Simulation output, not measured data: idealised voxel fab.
process module | voxel gate over fins
cross-section cut | 215 nm wide | cells 5 nm
A cross-section is a grid of square cells, given in bands from the top down. A band is one or more rows of cells.
Each band's line starts with the height of the band's top and of its bottom, in nm. Then come its materials from left to right, each with its width in nm. One material with "throughout" fills the band from edge to edge. "air" is empty space.
Height 0 is the level under which the wafer as received is all one material. The lowest band goes on downwards, as in "0 down".
A width such as "30 to 40" changes by the same amount from each row of cells to the next, from the band's top row to its bottom row.
"no change" after a step means that no cell of the cross-section changed.
closed voids: empty space of 8 cells or more with no open way to the top, each as width x height at its distance from the left edge, in nm
after a step's settings: what the simulator itself notes on the step
overlay nm, on a step with a mask: how far to the right of its planned place the mask lay; to the left if negative
plan
1 op RECEIVE | material Si
2 op CONFORMAL_DEP | material SiN | thk nm 10
3 op MASKED_ETCH | tone cover | mask id FINS | width nm 15 | pitch nm 40 | etch materials SiN | depth nm 10 | overlay nm 0
4 op MASKED_ETCH | tone cover | mask id FINS | width nm 15 | pitch nm 40 | etch materials Si | depth nm 35 | overlay nm 0
5 op OXIDIZE | depth nm 5
6 op FILL_DEP | material SiO2 | thk nm 5
7 op CMP | height nm 10
8 op SELECTIVE_ETCH | etch materials SiO2 | depth nm 20
9 op STRIP | etch materials SiN
10 op CONFORMAL_DEP | material HfO2 | thk nm 5
11 op CONFORMAL_DEP | material TiN | thk nm 5
12 op CONFORMAL_DEP | material TiAl | thk nm 5
13 op CONFORMAL_DEP | material TiN | thk nm 5
14 op FILL_DEP | material W | thk nm 10
15 op CMP | height nm 25
16 op CONFORMAL_DEP | material SiCN | thk nm 10
as received, after step 1
  0 down: Si throughout
  closed voids: none
first wafer at the end, as planned
  35 to 25: SiCN throughout
  25 to 20: W throughout
  20 to 15: W 65 | TiN 85 | W 65
  15 to 10: W 65 | TiN 5 | TiAl 35 | TiN 5 | TiAl 35 | TiN 5 | W 65
  10 to 5: TiN 70 | TiAl 5 | TiN 25 | TiAl 5 | TiN 5 | TiAl 5 | TiN 25 | TiAl 5 | TiN 70
  5 to 0: TiAl 75 | TiN 5 | HfO2 15 | TiN 5 | TiAl 15 | TiN 5 | HfO2 15 | TiN 5 | TiAl 75
  0 to -5: TiN 80 | HfO2 5 | Si 5 | HfO2 5 | TiN 25 | HfO2 5 | Si 5 | HfO2 5 | TiN 80
  -5 to -10: HfO2 85 | Si 5 | HfO2 35 | Si 5 | HfO2 85
  -10 to -40: SiO2 85 | Si 5 | SiO2 35 | Si 5 | SiO2 85
  -40 down: Si throughout
  closed voids: none
second wafer at the end: like start, like plan, one mistake
  35 to 25: SiCN throughout
  25 to 20: W throughout
  20 to 15: W 65 | TiN 85 | W 65
  15 to 10: W 65 | TiN 5 | TiAl 35 | TiN 5 | TiAl 35 | TiN 5 | W 65
  10 to 5: TiN 70 | TiAl 5 | HfO2 25 | TiAl 5 | TiN 5 | TiAl 5 | HfO2 25 | TiAl 5 | TiN 70
  5 to 0: TiAl 75 | HfO2 25 | TiAl 15 | HfO2 25 | TiAl 75
  0 to -10: HfO2 85 | Si 5 | HfO2 35 | Si 5 | HfO2 85
  -10 to -40: SiO2 85 | Si 5 | SiO2 35 | Si 5 | SiO2 85
  -40 down: Si throughout
  closed voids: none
what went wrong: step 11 ran as: op CONFORMAL_DEP | material HfO2 | thk nm 5
at the end the second wafer has, in cells: 51 more of HfO2 | 51 fewer of TiN
